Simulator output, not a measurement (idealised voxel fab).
Process module in this document: voxel wiring stack
230 nm wide, 5 nm square cells: that's cross-section cut.
Cross-section = grid of square cells, listed top down in bands; band = one or more rows. Per band: top height and bottom height in nm, followed by the left-to-right materials and their widths in nm; "full width" marks a single material spanning edge to edge, "blank" marks empty space. Height reference: 0 = level under which incoming wafer is all one material. Lowest band: no bottom, runs on downward, e.g. "top 0, no bottom". A two-number width, for instance "30->40", indicates that the width is equal to the first number in the top row of the band and to the second number in the bottom row, and that it changes by a constant amount per row of cells. "left unchanged" means the step left every cell of the cross-section as it was. Look at "Closed void inventory" for the closed voids: empty spaces with no open path to the top, sized 8 cells or up. Each is width x height at distance, distance from the left edge, all nm. Whatever follows a step's settings on its line is a remark the simulator itself makes about that step. A step's line can hold "overlay nm"; with a mask on that step, the setting says how far right of the planned place the mask lay, while a negative setting says it lay to the left.

**The steps planned for the process are as follows**
1) RECEIVE (material Si)
2) CONFORMAL_DEP (material SiO2; thk nm 10)
3) DIRECTIONAL_DEP (material TiN; thk nm 5)
4) DIRECTIONAL_DEP (material W; thk nm 25)
5) MASKED_ETCH (tone cover; mask id METAL_1; width nm 25; pitch nm 40; etch materials W; depth nm 25; overlay nm 0)
6) MASKED_ETCH (tone cover; mask id METAL_1; width nm 25; pitch nm 40; etch materials TiN; depth nm 5; overlay nm 0)
7) CONFORMAL_DEP (material SiCN; thk nm 5)
8) FILL_DEP (material lowk; thk nm 10)
9) CMP (height nm 40)
10) CONFORMAL_DEP (material SiCN; thk nm 5)
11) DIRECTIONAL_DEP (material SiO2; thk nm 10)
12) PATTERN (tone open; mask id PLUG_1; material resist; width nm 15; thk nm 20; overlay nm 0)
13) DIRECTIONAL_ETCH (etch materials SiO2; depth nm 10)
14) DIRECTIONAL_ETCH (etch materials SiCN; depth nm 5)
15) STRIP (etch materials resist)
16) CONFORMAL_DEP (material TiN; thk nm 5)
17) FILL_DEP (material Ru; thk nm 5)
18) CMP (height nm 55)
19) CONFORMAL_DEP (material SiCN; thk nm 5)
20) DIRECTIONAL_DEP (material lowk; thk nm 25)
21) MASKED_ETCH (tone open; mask id METAL_2; width nm 25; pitch nm 40; etch materials lowk; depth nm 25; overlay nm 0)
22) MASKED_ETCH (tone open; mask id METAL_2; width nm 25; pitch nm 40; etch materials SiCN; depth nm 5; overlay nm 0)
23) CONFORMAL_DEP (material TiN; thk nm 5)
24) FILL_DEP (material Cu; thk nm 5)
25) CMP (height nm 85)
26) CONFORMAL_DEP (material SiCN; thk nm 5)
27) DIRECTIONAL_DEP (material lowk; thk nm 10)
28) MASKED_ETCH (tone open; mask id PLUG_2; width nm 15; etch materials lowk; depth nm 10; overlay nm 0)
29) MASKED_ETCH (tone open; mask id PLUG_2; width nm 15; etch materials SiCN; depth nm 5; overlay nm 0)
30) CONFORMAL_DEP (material TiN; thk nm 5)
31) FILL_DEP (material Cu; thk nm 5)
32) CMP (height nm 100)
33) DIRECTIONAL_DEP (material TiN; thk nm 5)
34) DIRECTIONAL_DEP (material W; thk nm 25)
35) DIRECTIONAL_DEP (material aC; thk nm 10)
36) PATTERN (tone cover; mask id METAL_3; material resist; width nm 25; pitch nm 40; thk nm 25; overlay nm 0)
37) DIRECTIONAL_ETCH (etch materials aC; depth nm 10)
38) STRIP (etch materials resist)
39) DIRECTIONAL_ETCH (etch materials W; depth nm 25)
40) DIRECTIONAL_ETCH (etch materials TiN; depth nm 5)
41) STRIP (etch materials aC)
42) FILL_DEP (material lowk; thk nm 10)
43) CMP (height nm 130)
44) CONFORMAL_DEP (material SiCN; thk nm 5)
45) DIRECTIONAL_DEP (material lowk; thk nm 10)
46) MASKED_ETCH (tone open; mask id PLUG_3; width nm 15; etch materials lowk; depth nm 10; overlay nm 0)
47) MASKED_ETCH (tone open; mask id PLUG_3; width nm 15; etch materials SiCN; depth nm 5; overlay nm 0)
48) CONFORMAL_DEP (material TiN; thk nm 5)
49) FILL_DEP (material W; thk nm 10)
50) CMP (height nm 145)
51) CONFORMAL_DEP (material SiN; thk nm 5)
52) DIRECTIONAL_DEP (material SiO2; thk nm 25)
53) MASKED_ETCH (tone open; mask id METAL_4; width nm 25; pitch nm 40; etch materials SiO2; depth nm 25; overlay nm 0)
54) MASKED_ETCH (tone open; mask id METAL_4; width nm 25; pitch nm 40; etch materials SiN; depth nm 5; overlay nm 0)
55) CONFORMAL_DEP (material TiN; thk nm 5)
56) FILL_DEP (material Ru; thk nm 10)
57) CMP (height nm 175)
58) EPI (material Ru; thk nm 5)
59) FILL_DEP (material SiCN; thk nm 5)

**The first of the two wafers, which ran as planned**

**Cross-section: wafer on arrival = after step 1**
    top 0, no bottom = Si full width
    Closed void inventory: none

**The wafer, seen in cross-section, after step 2**
    top 10, bottom 0 = SiO2 full width
    below 0: unchanged

**The wafer, seen in cross-section, after step 3**
    top 15, bottom 10 = TiN full width
    below 10: unchanged

**The wafer, seen in cross-section, after step 4**
    top 40, bottom 15 = W full width
    below 15: unchanged

**The wafer, seen in cross-section, after step 5**
    top 40, bottom 15 = 80 blank / 25 W / 15 blank / 25 W / 85 blank
    below 15: unchanged

**The wafer, seen in cross-section, after step 6**
    top 40, bottom 15 = 80 blank / 25 W / 15 blank / 25 W / 85 blank
    top 15, bottom 10 = 80 blank / 25 TiN / 15 blank / 25 TiN / 85 blank
    below 10: unchanged

**The wafer, seen in cross-section, after step 7**
    top 45, bottom 40 = 75 blank / 35 SiCN / 5 blank / 35 SiCN / 80 blank
    top 40, bottom 15 = 75 blank / 5 SiCN / 25 W / 5 SiCN / 5 blank / 5 SiCN / 25 W / 5 SiCN / 80 blank
    top 15, bottom 10 = 80 SiCN / 25 TiN / 15 SiCN / 25 TiN / 85 SiCN
    below 10: unchanged

**The wafer, seen in cross-section, after step 8**
    top 55, bottom 45 = lowk full width
    top 45, bottom 40 = 75 lowk / 35 SiCN / 5 lowk / 35 SiCN / 80 lowk
    top 40, bottom 15 = 75 lowk / 5 SiCN / 25 W / 5 SiCN / 5 lowk / 5 SiCN / 25 W / 5 SiCN / 80 lowk
    below 15: unchanged

**The wafer, seen in cross-section, after step 9**
    top 40, bottom 15 = 75 lowk / 5 SiCN / 25 W / 5 SiCN / 5 lowk / 5 SiCN / 25 W / 5 SiCN / 80 lowk
    below 15: unchanged

**The wafer, seen in cross-section, after step 10**
    top 45, bottom 40 = SiCN full width
    below 40: unchanged

**The wafer, seen in cross-section, after step 11**
    top 55, bottom 45 = SiO2 full width
    below 45: unchanged

**The wafer, seen in cross-section, after step 12**
    top 75, bottom 55 = 80 resist / 15 blank / 135 resist
    below 55: unchanged

**The wafer, seen in cross-section, after step 13**
    top 75, bottom 55 = 80 resist / 15 blank / 135 resist
    top 55, bottom 45 = 80 SiO2 / 15 blank / 135 SiO2
    below 45: unchanged

**The wafer, seen in cross-section, after step 14**
    top 75, bottom 55 = 80 resist / 15 blank / 135 resist
    top 55, bottom 45 = 80 SiO2 / 15 blank / 135 SiO2
    top 45, bottom 40 = 80 SiCN / 15 blank / 135 SiCN
    below 40: unchanged

**The wafer, seen in cross-section, after step 15**
    top 55, bottom 45 = 80 SiO2 / 15 blank / 135 SiO2
    below 45: unchanged

**The wafer, seen in cross-section, after step 16**
    top 60, bottom 55 = 85 TiN / 5 blank / 140 TiN
    top 55, bottom 45 = 80 SiO2 / 5 TiN / 5 blank / 5 TiN / 135 SiO2
    top 45, bottom 40 = 80 SiCN / 15 TiN / 135 SiCN
    below 40: unchanged

**The wafer, seen in cross-section, after step 17**
    top 65, bottom 60 = Ru full width
    top 60, bottom 55 = 85 TiN / 5 Ru / 140 TiN
    top 55, bottom 45 = 80 SiO2 / 5 TiN / 5 Ru / 5 TiN / 135 SiO2
    below 45: unchanged

**The wafer, seen in cross-section, after step 18**
    top 55, bottom 45 = 80 SiO2 / 5 TiN / 5 Ru / 5 TiN / 135 SiO2
    below 45: unchanged

**The wafer, seen in cross-section, after step 19**
    top 60, bottom 55 = SiCN full width
    below 55: unchanged

**The wafer, seen in cross-section, after step 20**
    top 85, bottom 60 = lowk full width
    below 60: unchanged

**The wafer, seen in cross-section, after step 21**
    top 85, bottom 60 = 80 lowk / 25 blank / 15 lowk / 25 blank / 85 lowk
    below 60: unchanged

**The wafer, seen in cross-section, after step 22**
    top 85, bottom 60 = 80 lowk / 25 blank / 15 lowk / 25 blank / 85 lowk
    top 60, bottom 55 = 80 SiCN / 25 blank / 15 SiCN / 25 blank / 85 SiCN
    below 55: unchanged

**The wafer, seen in cross-section, after step 23**
    top 90, bottom 85 = 85 TiN / 15 blank / 25 TiN / 15 blank / 90 TiN
    top 85, bottom 60 = 80 lowk / 5 TiN / 15 blank / 5 TiN / 15 lowk / 5 TiN / 15 blank / 5 TiN / 85 lowk
    top 60, bottom 55 = 80 SiCN / 25 TiN / 15 SiCN / 25 TiN / 85 SiCN
    below 55: unchanged

**The wafer, seen in cross-section, after step 24**
    top 95, bottom 90 = Cu full width
    top 90, bottom 85 = 85 TiN / 15 Cu / 25 TiN / 15 Cu / 90 TiN
    top 85, bottom 60 = 80 lowk / 5 TiN / 15 Cu / 5 TiN / 15 lowk / 5 TiN / 15 Cu / 5 TiN / 85 lowk
    below 60: unchanged

**The wafer, seen in cross-section, after step 25**
    top 85, bottom 60 = 80 lowk / 5 TiN / 15 Cu / 5 TiN / 15 lowk / 5 TiN / 15 Cu / 5 TiN / 85 lowk
    below 60: unchanged

**The wafer, seen in cross-section, after step 26**
    top 90, bottom 85 = SiCN full width
    below 85: unchanged

**The wafer, seen in cross-section, after step 27**
    top 100, bottom 90 = lowk full width
    below 90: unchanged

**The wafer, seen in cross-section, after step 28**
    top 100, bottom 90 = 80 lowk / 15 blank / 135 lowk
    below 90: unchanged

**The wafer, seen in cross-section, after step 29**
    top 100, bottom 90 = 80 lowk / 15 blank / 135 lowk
    top 90, bottom 85 = 80 SiCN / 15 blank / 135 SiCN
    below 85: unchanged

**The wafer, seen in cross-section, after step 30**
    top 105, bottom 100 = 85 TiN / 5 blank / 140 TiN
    top 100, bottom 90 = 80 lowk / 5 TiN / 5 blank / 5 TiN / 135 lowk
    top 90, bottom 85 = 80 SiCN / 15 TiN / 135 SiCN
    below 85: unchanged

**The wafer, seen in cross-section, after step 31**
    top 110, bottom 105 = Cu full width
    top 105, bottom 100 = 85 TiN / 5 Cu / 140 TiN
    top 100, bottom 90 = 80 lowk / 5 TiN / 5 Cu / 5 TiN / 135 lowk
    below 90: unchanged

**The wafer, seen in cross-section, after step 32**
    top 100, bottom 90 = 80 lowk / 5 TiN / 5 Cu / 5 TiN / 135 lowk
    below 90: unchanged

**The wafer, seen in cross-section, after step 33**
    top 105, bottom 100 = TiN full width
    below 100: unchanged

**The wafer, seen in cross-section, after step 34**
    top 130, bottom 105 = W full width
    below 105: unchanged

**The wafer, seen in cross-section, after step 35**
    top 140, bottom 130 = aC full width
    below 130: unchanged

**The wafer, seen in cross-section, after step 36**
    top 165, bottom 140 = 80 blank / 25 resist / 15 blank / 25 resist / 85 blank
    below 140: unchanged

**The wafer, seen in cross-section, after step 37**
    top 155, bottom 140 = 80 blank / 25 resist / 15 blank / 25 resist / 85 blank
    top 140, bottom 130 = 80 blank / 25 aC / 15 blank / 25 aC / 85 blank
    below 130: unchanged

**The wafer, seen in cross-section, after step 38**
    top 140, bottom 130 = 80 blank / 25 aC / 15 blank / 25 aC / 85 blank
    below 130: unchanged

**The wafer, seen in cross-section, after step 39**
    top 140, bottom 130 = 80 blank / 25 aC / 15 blank / 25 aC / 85 blank
    top 130, bottom 105 = 80 blank / 25 W / 15 blank / 25 W / 85 blank
    below 105: unchanged

**The wafer, seen in cross-section, after step 40**
    top 140, bottom 130 = 80 blank / 25 aC / 15 blank / 25 aC / 85 blank
    top 130, bottom 105 = 80 blank / 25 W / 15 blank / 25 W / 85 blank
    top 105, bottom 100 = 80 blank / 25 TiN / 15 blank / 25 TiN / 85 blank
    below 100: unchanged

**The wafer, seen in cross-section, after step 41**
    top 130, bottom 105 = 80 blank / 25 W / 15 blank / 25 W / 85 blank
    below 105: unchanged

**The wafer, seen in cross-section, after step 42**
    top 140, bottom 130 = lowk full width
    top 130, bottom 105 = 80 lowk / 25 W / 15 lowk / 25 W / 85 lowk
    top 105, bottom 100 = 80 lowk / 25 TiN / 15 lowk / 25 TiN / 85 lowk
    below 100: unchanged

**The wafer, seen in cross-section, after step 43**
    top 130, bottom 105 = 80 lowk / 25 W / 15 lowk / 25 W / 85 lowk
    below 105: unchanged

**The wafer, seen in cross-section, after step 44**
    top 135, bottom 130 = SiCN full width
    below 130: unchanged

**The wafer, seen in cross-section, after step 45**
    top 145, bottom 135 = lowk full width
    below 135: unchanged

**The wafer, seen in cross-section, after step 46**
    top 145, bottom 135 = 80 lowk / 15 blank / 135 lowk
    below 135: unchanged

**The wafer, seen in cross-section, after step 47**
    top 145, bottom 135 = 80 lowk / 15 blank / 135 lowk
    top 135, bottom 130 = 80 SiCN / 15 blank / 135 SiCN
    below 130: unchanged

**The wafer, seen in cross-section, after step 48**
    top 150, bottom 145 = 85 TiN / 5 blank / 140 TiN
    top 145, bottom 135 = 80 lowk / 5 TiN / 5 blank / 5 TiN / 135 lowk
    top 135, bottom 130 = 80 SiCN / 15 TiN / 135 SiCN
    below 130: unchanged

**The wafer, seen in cross-section, after step 49**
    top 160, bottom 150 = W full width
    top 150, bottom 145 = 85 TiN / 5 W / 140 TiN
    top 145, bottom 135 = 80 lowk / 5 TiN / 5 W / 5 TiN / 135 lowk
    below 135: unchanged

**The wafer, seen in cross-section, after step 50**
    top 145, bottom 135 = 80 lowk / 5 TiN / 5 W / 5 TiN / 135 lowk
    below 135: unchanged

**The wafer, seen in cross-section, after step 51**
    top 150, bottom 145 = SiN full width
    below 145: unchanged

**The wafer, seen in cross-section, after step 52**
    top 175, bottom 150 = SiO2 full width
    below 150: unchanged

**The wafer, seen in cross-section, after step 53**
    top 175, bottom 150 = 80 SiO2 / 25 blank / 15 SiO2 / 25 blank / 85 SiO2
    below 150: unchanged

**The wafer, seen in cross-section, after step 54**
    top 175, bottom 150 = 80 SiO2 / 25 blank / 15 SiO2 / 25 blank / 85 SiO2
    top 150, bottom 145 = 80 SiN / 25 blank / 15 SiN / 25 blank / 85 SiN
    below 145: unchanged

**The wafer, seen in cross-section, after step 55**
    top 180, bottom 175 = 85 TiN / 15 blank / 25 TiN / 15 blank / 90 TiN
    top 175, bottom 150 = 80 SiO2 / 5 TiN / 15 blank / 5 TiN / 15 SiO2 / 5 TiN / 15 blank / 5 TiN / 85 SiO2
    top 150, bottom 145 = 80 SiN / 25 TiN / 15 SiN / 25 TiN / 85 SiN
    below 145: unchanged

**The wafer, seen in cross-section, after step 56**
    top 190, bottom 180 = Ru full width
    top 180, bottom 175 = 85 TiN / 15 Ru / 25 TiN / 15 Ru / 90 TiN
    top 175, bottom 150 = 80 SiO2 / 5 TiN / 15 Ru / 5 TiN / 15 SiO2 / 5 TiN / 15 Ru / 5 TiN / 85 SiO2
    below 150: unchanged

**The wafer, seen in cross-section, after step 57**
    top 175, bottom 150 = 80 SiO2 / 5 TiN / 15 Ru / 5 TiN / 15 SiO2 / 5 TiN / 15 Ru / 5 TiN / 85 SiO2
    below 150: unchanged

**The wafer, seen in cross-section, after step 58**
    top 180, bottom 175 = 75 blank / 35 Ru / 5 blank / 35 Ru / 80 blank
    below 175: unchanged

**The wafer, seen in cross-section, after step 59**
    top 185, bottom 180 = SiCN full width
    top 180, bottom 175 = 75 SiCN / 35 Ru / 5 SiCN / 35 Ru / 80 SiCN
    below 175: unchanged

**Wafer two: like wafer one in start and plan, but with one mistake in execution; identical up to and including step 4**

**Cross-sectional view of the second wafer at the intended end time of process step 5**
    top 40, bottom 15 = 80 W / 25 blank / 15 W / 25 blank / 85 W
    below 15: unchanged

Cross-sectional view of the second wafer at the intended end time of process step 6: left unchanged

**Cross-sectional view of the second wafer at the intended end time of process step 7**
    top 45, bottom 40 = 85 SiCN / 15 blank / 25 SiCN / 15 blank / 90 SiCN
    top 40, bottom 20 = 80 W / 5 SiCN / 15 blank / 5 SiCN / 15 W / 5 SiCN / 15 blank / 5 SiCN / 85 W
    top 20, bottom 15 = 80 W / 25 SiCN / 15 W / 25 SiCN / 85 W
    below 15: unchanged

**Cross-sectional view of the second wafer at the intended end time of process step 8**
    top 55, bottom 45 = lowk full width
    top 45, bottom 40 = 85 SiCN / 15 lowk / 25 SiCN / 15 lowk / 90 SiCN
    top 40, bottom 20 = 80 W / 5 SiCN / 15 lowk / 5 SiCN / 15 W / 5 SiCN / 15 lowk / 5 SiCN / 85 W
    below 20: unchanged

**Cross-sectional view of the second wafer at the intended end time of process step 9**
    top 40, bottom 20 = 80 W / 5 SiCN / 15 lowk / 5 SiCN / 15 W / 5 SiCN / 15 lowk / 5 SiCN / 85 W
    below 20: unchanged

**Cross-sectional view of the second wafer at the intended end time of process step 10**
    top 45, bottom 40 = SiCN full width
    below 40: unchanged

**Cross-sectional view of the second wafer at the intended end time of process step 11**
    top 55, bottom 45 = SiO2 full width
    below 45: unchanged

**Cross-sectional view of the second wafer at the intended end time of process step 12**
    top 75, bottom 55 = 80 resist / 15 blank / 135 resist
    below 55: unchanged

**Cross-sectional view of the second wafer at the intended end time of process step 13**
    top 75, bottom 55 = 80 resist / 15 blank / 135 resist
    top 55, bottom 45 = 80 SiO2 / 15 blank / 135 SiO2
    below 45: unchanged

**Cross-sectional view of the second wafer at the intended end time of process step 14**
    top 75, bottom 55 = 80 resist / 15 blank / 135 resist
    top 55, bottom 45 = 80 SiO2 / 15 blank / 135 SiO2
    top 45, bottom 40 = 80 SiCN / 15 blank / 135 SiCN
    below 40: unchanged

**Cross-sectional view of the second wafer at the intended end time of process step 15**
    top 55, bottom 45 = 80 SiO2 / 15 blank / 135 SiO2
    below 45: unchanged

**Cross-sectional view of the second wafer at the intended end time of process step 16**
    top 60, bottom 55 = 85 TiN / 5 blank / 140 TiN
    top 55, bottom 45 = 80 SiO2 / 5 TiN / 5 blank / 5 TiN / 135 SiO2
    top 45, bottom 40 = 80 SiCN / 15 TiN / 135 SiCN
    below 40: unchanged

**Cross-sectional view of the second wafer at the intended end time of process step 17**
    top 65, bottom 60 = Ru full width
    top 60, bottom 55 = 85 TiN / 5 Ru / 140 TiN
    top 55, bottom 45 = 80 SiO2 / 5 TiN / 5 Ru / 5 TiN / 135 SiO2
    below 45: unchanged

**Cross-sectional view of the second wafer at the intended end time of process step 18**
    top 55, bottom 45 = 80 SiO2 / 5 TiN / 5 Ru / 5 TiN / 135 SiO2
    below 45: unchanged

**Cross-sectional view of the second wafer at the intended end time of process step 19**
    top 60, bottom 55 = SiCN full width
    below 55: unchanged

**Cross-sectional view of the second wafer at the intended end time of process step 20**
    top 85, bottom 60 = lowk full width
    below 60: unchanged

**Cross-sectional view of the second wafer at the intended end time of process step 21**
    top 85, bottom 60 = 80 lowk / 25 blank / 15 lowk / 25 blank / 85 lowk
    below 60: unchanged

**Cross-sectional view of the second wafer at the intended end time of process step 22**
    top 85, bottom 60 = 80 lowk / 25 blank / 15 lowk / 25 blank / 85 lowk
    top 60, bottom 55 = 80 SiCN / 25 blank / 15 SiCN / 25 blank / 85 SiCN
    below 55: unchanged

**Cross-sectional view of the second wafer at the intended end time of process step 23**
    top 90, bottom 85 = 85 TiN / 15 blank / 25 TiN / 15 blank / 90 TiN
    top 85, bottom 60 = 80 lowk / 5 TiN / 15 blank / 5 TiN / 15 lowk / 5 TiN / 15 blank / 5 TiN / 85 lowk
    top 60, bottom 55 = 80 SiCN / 25 TiN / 15 SiCN / 25 TiN / 85 SiCN
    below 55: unchanged

**Cross-sectional view of the second wafer at the intended end time of process step 24**
    top 95, bottom 90 = Cu full width
    top 90, bottom 85 = 85 TiN / 15 Cu / 25 TiN / 15 Cu / 90 TiN
    top 85, bottom 60 = 80 lowk / 5 TiN / 15 Cu / 5 TiN / 15 lowk / 5 TiN / 15 Cu / 5 TiN / 85 lowk
    below 60: unchanged

**Cross-sectional view of the second wafer at the intended end time of process step 25**
    top 85, bottom 60 = 80 lowk / 5 TiN / 15 Cu / 5 TiN / 15 lowk / 5 TiN / 15 Cu / 5 TiN / 85 lowk
    below 60: unchanged

**Cross-sectional view of the second wafer at the intended end time of process step 26**
    top 90, bottom 85 = SiCN full width
    below 85: unchanged

**Cross-sectional view of the second wafer at the intended end time of process step 27**
    top 100, bottom 90 = lowk full width
    below 90: unchanged

**Cross-sectional view of the second wafer at the intended end time of process step 28**
    top 100, bottom 90 = 80 lowk / 15 blank / 135 lowk
    below 90: unchanged

**Cross-sectional view of the second wafer at the intended end time of process step 29**
    top 100, bottom 90 = 80 lowk / 15 blank / 135 lowk
    top 90, bottom 85 = 80 SiCN / 15 blank / 135 SiCN
    below 85: unchanged

**Cross-sectional view of the second wafer at the intended end time of process step 30**
    top 105, bottom 100 = 85 TiN / 5 blank / 140 TiN
    top 100, bottom 90 = 80 lowk / 5 TiN / 5 blank / 5 TiN / 135 lowk
    top 90, bottom 85 = 80 SiCN / 15 TiN / 135 SiCN
    below 85: unchanged

**Cross-sectional view of the second wafer at the intended end time of process step 31**
    top 110, bottom 105 = Cu full width
    top 105, bottom 100 = 85 TiN / 5 Cu / 140 TiN
    top 100, bottom 90 = 80 lowk / 5 TiN / 5 Cu / 5 TiN / 135 lowk
    below 90: unchanged

**Cross-sectional view of the second wafer at the intended end time of process step 32**
    top 100, bottom 90 = 80 lowk / 5 TiN / 5 Cu / 5 TiN / 135 lowk
    below 90: unchanged

**Cross-sectional view of the second wafer at the intended end time of process step 33**
    top 105, bottom 100 = TiN full width
    below 100: unchanged

**Cross-sectional view of the second wafer at the intended end time of process step 34**
    top 130, bottom 105 = W full width
    below 105: unchanged

**Cross-sectional view of the second wafer at the intended end time of process step 35**
    top 140, bottom 130 = aC full width
    below 130: unchanged

**Cross-sectional view of the second wafer at the intended end time of process step 36**
    top 165, bottom 140 = 80 blank / 25 resist / 15 blank / 25 resist / 85 blank
    below 140: unchanged

**Cross-sectional view of the second wafer at the intended end time of process step 37**
    top 155, bottom 140 = 80 blank / 25 resist / 15 blank / 25 resist / 85 blank
    top 140, bottom 130 = 80 blank / 25 aC / 15 blank / 25 aC / 85 blank
    below 130: unchanged

**Cross-sectional view of the second wafer at the intended end time of process step 38**
    top 140, bottom 130 = 80 blank / 25 aC / 15 blank / 25 aC / 85 blank
    below 130: unchanged

**Cross-sectional view of the second wafer at the intended end time of process step 39**
    top 140, bottom 130 = 80 blank / 25 aC / 15 blank / 25 aC / 85 blank
    top 130, bottom 105 = 80 blank / 25 W / 15 blank / 25 W / 85 blank
    below 105: unchanged

**Cross-sectional view of the second wafer at the intended end time of process step 40**
    top 140, bottom 130 = 80 blank / 25 aC / 15 blank / 25 aC / 85 blank
    top 130, bottom 105 = 80 blank / 25 W / 15 blank / 25 W / 85 blank
    top 105, bottom 100 = 80 blank / 25 TiN / 15 blank / 25 TiN / 85 blank
    below 100: unchanged

**Cross-sectional view of the second wafer at the intended end time of process step 41**
    top 130, bottom 105 = 80 blank / 25 W / 15 blank / 25 W / 85 blank
    below 105: unchanged

**Cross-sectional view of the second wafer at the intended end time of process step 42**
    top 140, bottom 130 = lowk full width
    top 130, bottom 105 = 80 lowk / 25 W / 15 lowk / 25 W / 85 lowk
    top 105, bottom 100 = 80 lowk / 25 TiN / 15 lowk / 25 TiN / 85 lowk
    below 100: unchanged

**Cross-sectional view of the second wafer at the intended end time of process step 43**
    top 130, bottom 105 = 80 lowk / 25 W / 15 lowk / 25 W / 85 lowk
    below 105: unchanged

**Cross-sectional view of the second wafer at the intended end time of process step 44**
    top 135, bottom 130 = SiCN full width
    below 130: unchanged

**Cross-sectional view of the second wafer at the intended end time of process step 45**
    top 145, bottom 135 = lowk full width
    below 135: unchanged

**Cross-sectional view of the second wafer at the intended end time of process step 46**
    top 145, bottom 135 = 80 lowk / 15 blank / 135 lowk
    below 135: unchanged

**Cross-sectional view of the second wafer at the intended end time of process step 47**
    top 145, bottom 135 = 80 lowk / 15 blank / 135 lowk
    top 135, bottom 130 = 80 SiCN / 15 blank / 135 SiCN
    below 130: unchanged

**Cross-sectional view of the second wafer at the intended end time of process step 48**
    top 150, bottom 145 = 85 TiN / 5 blank / 140 TiN
    top 145, bottom 135 = 80 lowk / 5 TiN / 5 blank / 5 TiN / 135 lowk
    top 135, bottom 130 = 80 SiCN / 15 TiN / 135 SiCN
    below 130: unchanged

**Cross-sectional view of the second wafer at the intended end time of process step 49**
    top 160, bottom 150 = W full width
    top 150, bottom 145 = 85 TiN / 5 W / 140 TiN
    top 145, bottom 135 = 80 lowk / 5 TiN / 5 W / 5 TiN / 135 lowk
    below 135: unchanged

**Cross-sectional view of the second wafer at the intended end time of process step 50**
    top 145, bottom 135 = 80 lowk / 5 TiN / 5 W / 5 TiN / 135 lowk
    below 135: unchanged

**Cross-sectional view of the second wafer at the intended end time of process step 51**
    top 150, bottom 145 = SiN full width
    below 145: unchanged

**Cross-sectional view of the second wafer at the intended end time of process step 52**
    top 175, bottom 150 = SiO2 full width
    below 150: unchanged

**Cross-sectional view of the second wafer at the intended end time of process step 53**
    top 175, bottom 150 = 80 SiO2 / 25 blank / 15 SiO2 / 25 blank / 85 SiO2
    below 150: unchanged

**Cross-sectional view of the second wafer at the intended end time of process step 54**
    top 175, bottom 150 = 80 SiO2 / 25 blank / 15 SiO2 / 25 blank / 85 SiO2
    top 150, bottom 145 = 80 SiN / 25 blank / 15 SiN / 25 blank / 85 SiN
    below 145: unchanged

**Cross-sectional view of the second wafer at the intended end time of process step 55**
    top 180, bottom 175 = 85 TiN / 15 blank / 25 TiN / 15 blank / 90 TiN
    top 175, bottom 150 = 80 SiO2 / 5 TiN / 15 blank / 5 TiN / 15 SiO2 / 5 TiN / 15 blank / 5 TiN / 85 SiO2
    top 150, bottom 145 = 80 SiN / 25 TiN / 15 SiN / 25 TiN / 85 SiN
    below 145: unchanged

**Cross-sectional view of the second wafer at the intended end time of process step 56**
    top 190, bottom 180 = Ru full width
    top 180, bottom 175 = 85 TiN / 15 Ru / 25 TiN / 15 Ru / 90 TiN
    top 175, bottom 150 = 80 SiO2 / 5 TiN / 15 Ru / 5 TiN / 15 SiO2 / 5 TiN / 15 Ru / 5 TiN / 85 SiO2
    below 150: unchanged

**Cross-sectional view of the second wafer at the intended end time of process step 57**
    top 175, bottom 150 = 80 SiO2 / 5 TiN / 15 Ru / 5 TiN / 15 SiO2 / 5 TiN / 15 Ru / 5 TiN / 85 SiO2
    below 150: unchanged

**Cross-sectional view of the second wafer at the intended end time of process step 58**
    top 180, bottom 175 = 75 blank / 35 Ru / 5 blank / 35 Ru / 80 blank
    below 175: unchanged

**Cross-sectional view of the second wafer at the intended end time of process step 59**
    top 185, bottom 180 = SiCN full width
    top 180, bottom 175 = 75 SiCN / 35 Ru / 5 SiCN / 35 Ru / 80 SiCN
    below 175: unchanged
Deviation noted in wafer processing: step 5 ran with different settings than intended, the actual operation and settings being MASKED_ETCH (tone open; mask id METAL_1; width nm 25; pitch nm 40; etch materials W; depth nm 25; overlay nm 0)
Final difference in cells, second wafer against first, listed per material as more or fewer: SiCN: 30 fewer; TiN: 36 more; W: 130 more; lowk: 136 fewer
